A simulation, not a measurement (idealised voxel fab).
process module | voxel gate over fins
cross-section cut | 150 nm wide | cells 5 nm
A cross-section is a grid of square cells, given in bands from the top down. A band is one or more rows of cells.
Each band's line starts with the height of the band's top and of its bottom, in nm. Then come its materials from left to right, each with its width in nm. One material with "throughout" fills the band from edge to edge. "air" is empty space.
Height 0 is the level under which the wafer as received is all one material. The lowest band goes on downwards, as in "0 down".
A width such as "30 to 40" changes by the same amount from each row of cells to the next, from the band's top row to its bottom row.
"no change" after a step means that no cell of the cross-section changed.
closed voids: empty space of 8 cells or more with no open way to the top, each as width x height at its distance from the left edge, in nm
after a step's settings: what the simulator itself notes on the step
overlay nm, on a step with a mask: how far to the right of its planned place the mask lay; to the left if negative
plan
1 op RECEIVE | material Si
2 op CONFORMAL_DEP | material SiN | thk nm 5
3 op DIRECTIONAL_DEP | material aC | thk nm 10
4 op PATTERN | tone cover | mask id FINS | material resist | width nm 15 | pitch nm 40 | thk nm 25 | overlay nm 0
5 op DIRECTIONAL_ETCH | etch materials aC | depth nm 10
6 op STRIP | etch materials resist
7 op DIRECTIONAL_ETCH | etch materials SiN | depth nm 5
8 op DIRECTIONAL_ETCH | etch materials Si | depth nm 30
9 op STRIP | etch materials aC
10 op FILL_DEP | material SiO2 | thk nm 10
11 op CMP | height nm 5
12 op SELECTIVE_ETCH | etch materials SiO2 | depth nm 15
13 op STRIP | etch materials SiN
14 op CONFORMAL_DEP | material HfO2 | thk nm 5
15 op CONFORMAL_DEP | material TiN | thk nm 5
16 op FILL_DEP | material W | thk nm 10
17 op CMP | height nm 15
18 op CONFORMAL_DEP | material SiN | thk nm 5
as received, after step 1
  0 down: Si throughout
  closed voids: none
a wafer at the end: this start, this plan, one mistake
  20 to 15: SiN throughout
  15 to 5: W throughout
  5 to 0: W 35 | TiN 35 | W 5 | TiN 35 | W 40
  0 to -5: W 35 | TiN 5 | HfO2 25 | TiN 5 | W 5 | TiN 5 | HfO2 25 | TiN 5 | W 40
  -5 to -10: W 35 | TiN 5 | HfO2 5 | Si 15 | HfO2 5 | TiN 5 | W 5 | TiN 5 | HfO2 5 | Si 15 | HfO2 5 | TiN 5 | W 40
  -10 to -15: TiN 40 | HfO2 5 | Si 15 | HfO2 5 | TiN 15 | HfO2 5 | Si 15 | HfO2 5 | TiN 45
  -15 to -20: HfO2 45 | Si 15 | HfO2 25 | Si 15 | HfO2 50
  -20 to -30: SiO2 45 | Si 15 | SiO2 25 | Si 15 | SiO2 50
  -30 down: Si throughout
  closed voids: none
what went wrong: step 11 ran as: op CMP | height nm -5
